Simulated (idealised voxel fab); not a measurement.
You're looking at the process module voxel self aligned contacts.
The width of the displayed cross-section, cut, is 150 nm; its cells are square, with a size of 5 nm.
Throughout this document, each cross-section is represented as a grid of square cells and is presented as a sequence of bands enumerated from the top downward, where a band comprises one or more rows of cells.
Top, bottom (nm), then materials left to right with widths (nm); lone material tagged "everywhere" fills the whole band edge to edge; "blank" = empty space.
It should be noted that heights are counted from 0, beneath which the wafer as supplied is of one material throughout, and that the lowest band possesses no lower boundary but continues downward, as written in "from 0 down".
Top row gets the first number, bottom row gets the second, and each row in between changes by the same step: that is how a band width like "30->40" works.
Any step labelled "remained unchanged" changed none of the cells in the cross-section.
"Closed void list" specifies each empty space that is not open to the top and that occupies no fewer than 8 cells, using the form width x height at distance, the distance measured from the left edge and all three quantities in nm.
That trailing text on a step's line, after the settings, is the simulator's own remark on the step.
overlay nm: where the mask lay relative to plan, measured to the right, on steps with a mask; negatives go left.
Process steps foreseen in the plan:
step 1: op RECEIVE | material Si
step 2: op OXIDIZE | depth nm 5
step 3: op DIRECTIONAL_DEP | material polySi | thk nm 20
step 4: op DIRECTIONAL_DEP | material SiN | thk nm 20
step 5: op MASKED_ETCH | tone cover | mask id GATE | width nm 35 | pitch nm 80 | etch materials SiN | depth nm 20 | overlay nm 0
step 6: op MASKED_ETCH | tone cover | mask id GATE | width nm 35 | pitch nm 80 | etch materials polySi | depth nm 20 | overlay nm 0
step 7: op CONFORMAL_DEP | material SiN | thk nm 10
step 8: op DIRECTIONAL_ETCH | etch materials SiN | depth nm 10
step 9: op FILL_DEP | material SiO2 | thk nm 10
step 10: op CMP | height nm 45
step 11: op DIRECTIONAL_DEP | material aC | thk nm 10
step 12: op PATTERN | tone open | mask id CONTACT | material resist | width nm 65 | thk nm 30 | overlay nm 0
step 13: op DIRECTIONAL_ETCH | etch materials aC | depth nm 10
step 14: op STRIP | etch materials resist
step 15: op DIRECTIONAL_ETCH | etch materials SiO2 | depth nm 50
step 16: op STRIP | etch materials aC
step 17: op CONFORMAL_DEP | material TiN | thk nm 5
step 18: op FILL_DEP | material W | thk nm 10
step 19: op CMP | height nm 45
step 20: op CONFORMAL_DEP | material SiN | thk nm 5
The cross-section here shows the wafer as received, i.e. in its state after step 1:
    from 0 down = Si everywhere
    Closed void list: none
Wafer cross-section at end of module: start and plan as shown above, one execution error:
    from 50 to 45 = SiN everywhere
    from 45 to 40 = SiO2 (40); TiN (25); polySi (15); TiN (25); SiO2 (45)
    from 40 to 20 = SiO2 (5); SiN (55); TiN (5); polySi (15); TiN (5); SiN (55); SiO2 (10)
    from 20 to 0 = SiO2 (5); SiN (10); polySi (35); SiN (10); TiN (5); polySi (15); TiN (5); SiN (10); polySi (35); SiN (10); SiO2 (10)
    from 0 to -5 = SiO2 (60); TiN (25); SiO2 (65)
    from -5 down = Si everywhere
    Closed void list: none
So what did we get wrong on this run? heads up, step 18 didn't go per plan, it actually ran as op FILL_DEP | material polySi | thk nm 10
